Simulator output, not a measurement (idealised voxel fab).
Process module under the name voxel local oxidation
Cross-sectional view cut (width: 190 nm; square cell size: 5 nm).
Throughout this document, each cross-section is represented as a grid of square cells and is presented as a sequence of bands enumerated from the top downward, where a band comprises one or more rows of cells. Heights first: top, then bottom, in nm. Then materials, left to right, each with a width in nm. "everywhere" on a single material: fills the band edge to edge. "empty": empty space. Where do heights start? At 0: under that level the wafer as delivered is made of one material only. And the lowest band has no floor; it just carries on downward, as in "0..down". With a width like "30 to 40", each row of cells in the band differs from the next by the same amount, the top row carrying the first number and the bottom row the second. "nothing different" means the step left every cell of the cross-section as it was. "Unvented voids" enumerates empty spaces isolated from the top, with no open way to it, that contain at least 8 cells, giving each as width x height at distance from the left edge, all three in nm. Anything after a step's settings on that line? It's the simulator's own note about the step. overlay nm: step with mask; distance mask lay right of planned place; negative value = left of planned place.
THE STEPS PLANNED FOR THE PROCESS ARE AS FOLLOWS
1) RECEIVE: material Si
2) OXIDIZE: depth nm 5
3) CONFORMAL_DEP: material SiN, thk nm 15
4) MASKED_ETCH: tone cover, mask id ACTIVE, width nm 90, etch materials SiN, depth nm 15, overlay nm 0
5) SELECTIVE_ETCH: etch materials SiO2, depth nm 5
6) OXIDIZE: depth nm 10
7) STRIP: etch materials SiN
RUN AS PLANNED: FIRST OF TWO WAFERS
AS-RECEIVED WAFER CROSS-SECTION (AFTER STEP 1)
  0..down: Si everywhere
  Unvented voids: none
STATE OF THE WAFER AFTER STEP 2, SHOWN IN CROSS-SECTION
  0..-5: SiO2 everywhere
  Under -5: no change, same as before.
STATE OF THE WAFER AFTER STEP 3, SHOWN IN CROSS-SECTION
  15..0: SiN everywhere
  Under 0: no change, same as before.
STATE OF THE WAFER AFTER STEP 4, SHOWN IN CROSS-SECTION
  15..0: 50 empty; 90 SiN; 50 empty
  Under 0: no change, same as before.
STATE OF THE WAFER AFTER STEP 5, SHOWN IN CROSS-SECTION
  15..0: 50 empty; 90 SiN; 50 empty
  0..-5: 55 empty; 80 SiO2; 55 empty
  Under -5: no change, same as before.
STATE OF THE WAFER AFTER STEP 6, SHOWN IN CROSS-SECTION
  15..0: 50 empty; 90 SiN; 50 empty
  0..-5: 55 empty; 80 SiO2; 55 empty
  -5..-15: 65 SiO2; 60 Si; 65 SiO2
  Under -15: no change, same as before.
STATE OF THE WAFER AFTER STEP 7, SHOWN IN CROSS-SECTION
  0..-5: 55 empty; 80 SiO2; 55 empty
  Under -5: no change, same as before.
HERE THE SECOND WAFER IS DESCRIBED. ITS START AND ITS PLAN WERE THOSE OF THE FIRST WAFER. ITS RUN CONTAINED ONE MISTAKE. UP TO AND INCLUDING STEP 3, IT DID EXACTLY WHAT THE FIRST WAFER DID
CROSS-SECTION OF THE SECOND WAFER WHEN, ACCORDING TO PLAN, STEP 4 SHOULD HAVE FINISHED
  15..0: 55 empty; 90 SiN; 45 empty
  Under 0: no change, same as before.
CROSS-SECTION OF THE SECOND WAFER WHEN, ACCORDING TO PLAN, STEP 5 SHOULD HAVE FINISHED
  15..0: 55 empty; 90 SiN; 45 empty
  0..-5: 60 empty; 80 SiO2; 50 empty
  Under -5: no change, same as before.
CROSS-SECTION OF THE SECOND WAFER WHEN, ACCORDING TO PLAN, STEP 6 SHOULD HAVE FINISHED
  15..0: 55 empty; 90 SiN; 45 empty
  0..-5: 60 empty; 80 SiO2; 50 empty
  -5..-15: 70 SiO2; 60 Si; 60 SiO2
  Under -15: no change, same as before.
CROSS-SECTION OF THE SECOND WAFER WHEN, ACCORDING TO PLAN, STEP 7 SHOULD HAVE FINISHED
  0..-5: 60 empty; 80 SiO2; 50 empty
  Under -5: no change, same as before.
What broke from the plan during processing? step 4 ran as: MASKED_ETCH: tone cover, mask id ACTIVE, width nm 90, etch materials SiN, depth nm 15, overlay nm 5
Final wafers compared: equal cell tally per material, rearranged layout.
